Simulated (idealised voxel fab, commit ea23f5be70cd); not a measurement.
Documented hereafter: the process module known as voxel ribs on slabs.
The cross-section shown here is cut; it is 155 nm wide and divided into square cells measuring 5 nm on a side.
Just so we're on the same page, the cross-sections are grids of square cells, and they're listed out in bands top to bottom, each band one or more rows deep.
What a band's entry tells you: where the top is and where the bottom is, as heights in nm, and after that what lies inside, material by material from left to right, each with its width in nm. Empty space is written as the word "air", and a single material marked with the word "edge to edge" occupies the band from edge to edge.
Height reference: 0 = level under which incoming wafer is all one material. Lowest band: no bottom, runs on downward, e.g. "0..down".
Width spec "30..40" -> top row of cells at first value, bottom row at second value, equal per-row change in between.
"remained the same" (step): cross-section cells unchanged, all of them.
Closed empty spaces (no open way to the top) of 8 cells or more are what "Voids, sealed" lists, each as width x height at distance from the left edge, nm for all three.
Where a step's line continues beyond its settings, the continuation is a remark by the simulator itself on that step.
The "overlay nm" setting may appear on a step's line; for a step that uses a mask, it gives how far to the right of its planned position the mask lay, and a negative value indicates the left.
List of planned process steps:
- 1: RECEIVE,material Si
- 2: DIRECTIONAL_DEP,material SiO2,thk nm 20
- 3: DIRECTIONAL_DEP,material polySi,thk nm 20
- 4: PATTERN,tone cover,mask id RIB,material resist,width nm 20,thk nm 20,overlay nm 0
- 5: DIRECTIONAL_ETCH,etch materials polySi,depth nm 15
- 6: STRIP,etch materials resist
- 7: PATTERN,tone cover,mask id SLAB,material resist,width nm 60,thk nm 20,overlay nm 0
- 8: DIRECTIONAL_ETCH,etch materials polySi,depth nm 5
- 9: STRIP,etch materials resist
- 10: FILL_DEP,material SiO2,thk nm 25
- 11: CMP,height nm 60
- 12: DIRECTIONAL_DEP,material W,thk nm 5
- 13: PATTERN,tone cover,mask id HEATER,material resist,width nm 30,thk nm 15,overlay nm 0
- 14: DIRECTIONAL_ETCH,etch materials W,depth nm 5
- 15: STRIP,etch materials resist
- 16: CONFORMAL_DEP,material SiO2,thk nm 5
Incoming wafer, cross-sectional view, post step 1:
* 0..down = Si edge to edge
* Voids, sealed: none
The first of the two wafers as seen in cross-section once the module was finished; processing followed the plan:
* 70..65 = 55 air; 40 SiO2; 60 air
* 65..60 = 60 SiO2; 30 W; 65 SiO2
* 60..40 = SiO2 edge to edge
* 40..25 = 65 SiO2; 20 polySi; 70 SiO2
* 25..20 = 45 SiO2; 60 polySi; 50 SiO2
* 20..0 = SiO2 edge to edge
* 0..down = Si edge to edge
* Voids, sealed: none
So this is wafer number two of the two, cut at the end of the module - it started where the first did and had the same plan, we just got one thing wrong running it:
* 70..65 = 55 air; 40 SiO2; 60 air
* 65..60 = 60 SiO2; 30 W; 65 SiO2
* 60..20 = SiO2 edge to edge
* 20..0 = polySi edge to edge
* 0..down = Si edge to edge
* Voids, sealed: none
Want to know what went wrong? mixed up steps 2 and 3 - ran each in the other's place
Count the cells at the end and the second wafer has more or fewer of some materials than the first: SiO2: 100 fewer; polySi: 100 more
